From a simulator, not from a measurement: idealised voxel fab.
process module | voxel capacitor over wiring
cross-section cut | 185 nm wide | cells 5 nm
A cross-section is a grid of square cells, given in bands from the top down. A band is one or more rows of cells.
Each band's line starts with the height of the band's top and of its bottom, in nm. Then come its materials from left to right, each with its width in nm. One material with "throughout" fills the band from edge to edge. "air" is empty space.
Height 0 is the level under which the wafer as received is all one material. The lowest band goes on downwards, as in "0 down".
A width such as "30 to 40" changes by the same amount from each row of cells to the next, from the band's top row to its bottom row.
"no change" after a step means that no cell of the cross-section changed.
closed voids: empty space of 8 cells or more with no open way to the top, each as width x height at its distance from the left edge, in nm
after a step's settings: what the simulator itself notes on the step
overlay nm, on a step with a mask: how far to the right of its planned place the mask lay; to the left if negative
plan
1 op RECEIVE | material Si
2 op CONFORMAL_DEP | material SiO2 | thk nm 15
3 op CONFORMAL_DEP | material SiCN | thk nm 5
4 op DIRECTIONAL_DEP | material lowk | thk nm 20
5 op DIRECTIONAL_DEP | material aC | thk nm 15
6 op PATTERN | tone open | mask id METAL_1 | material resist | width nm 20 | pitch nm 75 | thk nm 35 | overlay nm 0
7 op DIRECTIONAL_ETCH | etch materials aC | depth nm 15
8 op STRIP | etch materials resist
9 op DIRECTIONAL_ETCH | etch materials lowk | depth nm 20
10 op DIRECTIONAL_ETCH | etch materials SiCN | depth nm 5
11 op STRIP | etch materials aC
12 op CONFORMAL_DEP | material TiN | thk nm 5
13 op FILL_DEP | material W | thk nm 5
14 op CMP | height nm 40
15 op CONFORMAL_DEP | material SiCN | thk nm 5
16 op DIRECTIONAL_DEP | material SiO2 | thk nm 15
17 op PATTERN | tone open | mask id PLUG_1 | material resist | width nm 15 | thk nm 20 | overlay nm 0
18 op DIRECTIONAL_ETCH | etch materials SiO2 | depth nm 15
19 op DIRECTIONAL_ETCH | etch materials SiCN | depth nm 5
20 op STRIP | etch materials resist
21 op EPI | material Ru | thk nm 10
22 op EPI | material Ru | thk nm 10
23 op DIRECTIONAL_DEP | material TiN | thk nm 5
24 op DIRECTIONAL_DEP | material Al2O3 | thk nm 5
25 op DIRECTIONAL_DEP | material TiN | thk nm 5
26 op DIRECTIONAL_DEP | material aC | thk nm 15
27 op PATTERN | tone cover | mask id UPPER_PLATE | material resist | width nm 60 | thk nm 30 | overlay nm 0
28 op DIRECTIONAL_ETCH | etch materials aC | depth nm 15
29 op STRIP | etch materials resist
30 op DIRECTIONAL_ETCH | etch materials TiN | depth nm 5
31 op DIRECTIONAL_ETCH | etch materials Al2O3 | depth nm 5
32 op STRIP | etch materials aC
33 op PATTERN | tone cover | mask id LOWER_PLATE | material resist | width nm 70 | thk nm 20 | overlay nm 0
34 op DIRECTIONAL_ETCH | etch materials TiN | depth nm 5
35 op STRIP | etch materials resist
36 op FILL_DEP | material SiO2 | thk nm 15
37 op CMP | height nm 85
38 op MASKED_ETCH | tone open | mask id PLUG_2 | width nm 15 | etch materials SiO2 | depth nm 10 | overlay nm 0
39 op CONFORMAL_DEP | material TiN | thk nm 5
40 op FILL_DEP | material Ru | thk nm 5
41 op CMP | height nm 85
42 op CONFORMAL_DEP | material SiN | thk nm 5
as received, after step 1
  0 down: Si throughout
  closed voids: none
a wafer at the end: this start, this plan, one mistake
  90 to 85: SiN throughout
  85 to 80: SiO2 60 | TiN 5 | Ru 5 | TiN 5 | SiO2 110
  80 to 75: SiO2 60 | TiN 15 | SiO2 110
  75 to 70: SiO2 throughout
  70 to 65: SiO2 50 | TiN 60 | SiO2 75
  65 to 60: SiO2 50 | Al2O3 60 | SiO2 75
  60 to 45: SiO2 50 | Ru 15 | SiO2 120
  45 to 40: SiCN 50 | Ru 15 | SiCN 120
  40 to 20: lowk 45 | TiN 5 | W 10 | TiN 5 | lowk 55 | TiN 5 | W 10 | TiN 5 | lowk 45
  20 to 15: SiCN 45 | TiN 20 | SiCN 55 | TiN 20 | SiCN 45
  15 to 0: SiO2 throughout
  0 down: Si throughout
  closed voids: none
what went wrong: step 23 was left out
